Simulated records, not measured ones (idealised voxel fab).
Name of the process module below: voxel quadruple lines
In the cross-section labelled cut, the width is 230 nm and each square cell is 5 nm.
Think of the cross-section as a grid of square cells. We describe it in bands, top to bottom, and each band covers one or more rows of those cells.
Per band: top height and bottom height in nm, followed by the left-to-right materials and their widths in nm; "everywhere" marks a single material spanning edge to edge, "blank" marks empty space.
The reference from which all heights are counted is 0, the level beneath which the as-received wafer is entirely one material; the lowest band, having no lower bound, proceeds downward and is written after the example "from 0 down".
A width such as "30 to 40" changes by the same amount from each row of cells to the next, from the band's top row to its bottom row.
"stayed the same" (step): cross-section cells unchanged, all of them.
Each empty space that has no open way to the top and spans at least 8 cells appears under "Trapped voids" as width x height at distance, the distance counted from the left edge, all in nm.
Where a step's line continues beyond its settings, the continuation is a remark by the simulator itself on that step.
A step's line can hold "overlay nm"; with a mask on that step, the setting says how far right of the planned place the mask lay, while a negative setting says it lay to the left.
# Intended process steps
1,op RECEIVE | material Si
2,op CONFORMAL_DEP | material SiO2 | thk nm 5
3,op DIRECTIONAL_DEP | material W | thk nm 15
4,op DIRECTIONAL_DEP | material polySi | thk nm 20
5,op DIRECTIONAL_DEP | material aC | thk nm 20
6,op PATTERN | tone cover | mask id MANDREL | material resist | width nm 30 | pitch nm 80 | thk nm 25 | overlay nm 0
7,op DIRECTIONAL_ETCH | etch materials aC | depth nm 20
8,op STRIP | etch materials resist
9,op CONFORMAL_DEP | material SiO2 | thk nm 10
10,op DIRECTIONAL_ETCH | etch materials SiO2 | depth nm 10
11,op STRIP | etch materials aC
12,op DIRECTIONAL_ETCH | etch materials polySi | depth nm 20
13,op STRIP | etch materials SiO2
14,op CONFORMAL_DEP | material SiCN | thk nm 5
15,op DIRECTIONAL_ETCH | etch materials SiCN | depth nm 10
16,op STRIP | etch materials polySi
17,op DIRECTIONAL_ETCH | etch materials W | depth nm 15
18,op STRIP | etch materials SiCN
19,op FILL_DEP | material SiO2 | thk nm 5
20,op CMP | height nm 20
Quick note for whoever runs this: the wafers start identical, but the thk nm at step 14 isn't the same across them. The plan just shows what the first wafer had.
# Cross-section: the first of several wafers in its as-received state, i.e. following step 1
> from 0 down  Si everywhere
> Trapped voids: none
# End of the module, past its last step, step 20: how the first of several wafers looks in cross-section
> from 20 to 5  SiO2 45 nm, then W 5 nm, then SiO2 10 nm, then W 5 nm, then SiO2 20 nm, then W 5 nm, then SiO2 10 nm, then W 5 nm, then SiO2 20 nm, then W 5 nm, then SiO2 10 nm, then W 5 nm, then SiO2 20 nm, then W 5 nm, then SiO2 10 nm, then W 5 nm, then SiO2 45 nm
> from 5 to 0  SiO2 everywhere
> from 0 down  Si everywhere
> Trapped voids: none
# Cross-section, module end, final of several wafers
> from 20 to 5  W everywhere
> from 5 to 0  SiO2 everywhere
> from 0 down  Si everywhere
> Trapped voids: none
# Rows = wafers. At module end, each row lists per material the cells gained (+) or lost (-) since the wafer was received, then the closed voids
thk nm 5, +160 SiO2, +24 W, Trapped voids: none
thk nm 10, +136 SiO2, +48 W, Trapped voids: none
thk nm 15, +46 SiO2, +138 W, Trapped voids: none
thk nm 20, +46 SiO2, +138 W, Trapped voids: none
thk nm 25, +46 SiO2, +138 W, Trapped voids: none
